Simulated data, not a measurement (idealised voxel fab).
The following process module bears the name voxel ribs on slabs.
FYI the section here is cut, 140 nm wide, cells are 5 nm squares.
Cross-section, as written here: a square-cell grid given band by band from the top down, where a band holds one or more rows of cells. Read a band's entry like this: the first values are the height of its top and the height of its bottom in nm, and what follows is the sequence of materials from left to right, each with its width in nm. Note that "empty" is empty space, and that a single material marked "throughout" reaches across the band from edge to edge. For the purposes of this specification, 0 denotes the height below which the wafer in its as-received condition is composed wholly of one material, and the lowermost band, lacking a lower limit, extends downward without end, as expressed in "0..down". When a width is written as two numbers, as in "30 to 40", the first number is the width in the top row of cells of the band and the second is the width in its bottom row, and the width changes by the same amount from each row to the next. The designation "nothing got changed", where it is given for a processing step, indicates that no cell of the cross-section was altered in the course of that step. "Closed void inventory" lists enclosed empty spaces (at least 8 cells, no open path upward to the top), each as width x height at distance from the left edge, in nm. It should be noted that, on the line of a given step, the content following the step's settings is a remark produced by the simulator itself with respect to that step. "overlay nm" on a masked step: distance the mask lay right of its planned place, negative for left.

THE PROCESS STEPS THAT WERE PLANNED ARE LISTED BELOW
| 1 | RECEIVE (material Si) |
| 2 | DIRECTIONAL_DEP (material SiO2; thk nm 30) |
| 3 | DIRECTIONAL_DEP (material SiN; thk nm 20) |
| 4 | DIRECTIONAL_DEP (material aC; thk nm 15) |
| 5 | PATTERN (tone cover; mask id RIB; material resist; width nm 20; thk nm 35; overlay nm 0) |
| 6 | DIRECTIONAL_ETCH (etch materials aC; depth nm 15) |
| 7 | STRIP (etch materials resist) |
| 8 | DIRECTIONAL_ETCH (etch materials SiN; depth nm 10) |
| 9 | STRIP (etch materials aC) |
| 10 | DIRECTIONAL_DEP (material aC; thk nm 15) |
| 11 | PATTERN (tone cover; mask id SLAB; material resist; width nm 50; thk nm 35; overlay nm 0) |
| 12 | DIRECTIONAL_ETCH (etch materials aC; depth nm 15) |
| 13 | STRIP (etch materials resist) |
| 14 | DIRECTIONAL_ETCH (etch materials SiN; depth nm 10) |
| 15 | STRIP (etch materials aC) |
| 16 | FILL_DEP (material SiO2; thk nm 25) |
| 17 | CMP (height nm 65) |
| 18 | DIRECTIONAL_DEP (material TiN; thk nm 5) |
| 19 | DIRECTIONAL_DEP (material aC; thk nm 10) |
| 20 | PATTERN (tone cover; mask id HEATER; material resist; width nm 30; thk nm 25; overlay nm 0) |
| 21 | DIRECTIONAL_ETCH (etch materials aC; depth nm 10) |
| 22 | STRIP (etch materials resist) |
| 23 | DIRECTIONAL_ETCH (etch materials TiN; depth nm 5) |
| 24 | STRIP (etch materials aC) |
| 25 | CONFORMAL_DEP (material SiN; thk nm 10) |

WAFER CROSS-SECTION ON RECEIPT, I.E. AFTER STEP 1
0..down: Si throughout
Closed void inventory: none

LOOK AT THE CROSS-SECTION AFTER THE MODULE: THE WAFER STARTED OUT THE WAY SHOWN ABOVE AND THE PLAN WAS THE ONE SHOWN ABOVE, YET ONE MISTAKE WAS MADE ALONG THE WAY
80..75: 45 nm empty / 50 nm SiN / 45 nm empty
75..70: SiN throughout
70..65: 55 nm SiN / 30 nm TiN / 55 nm SiN
65..60: 45 nm SiO2 / 50 nm SiN / 45 nm SiO2
60..0: SiO2 throughout
0..down: Si throughout
Closed void inventory: none
Heads up, the wafer didn't run the way we planned it: step 2 of the plan was executed twice over
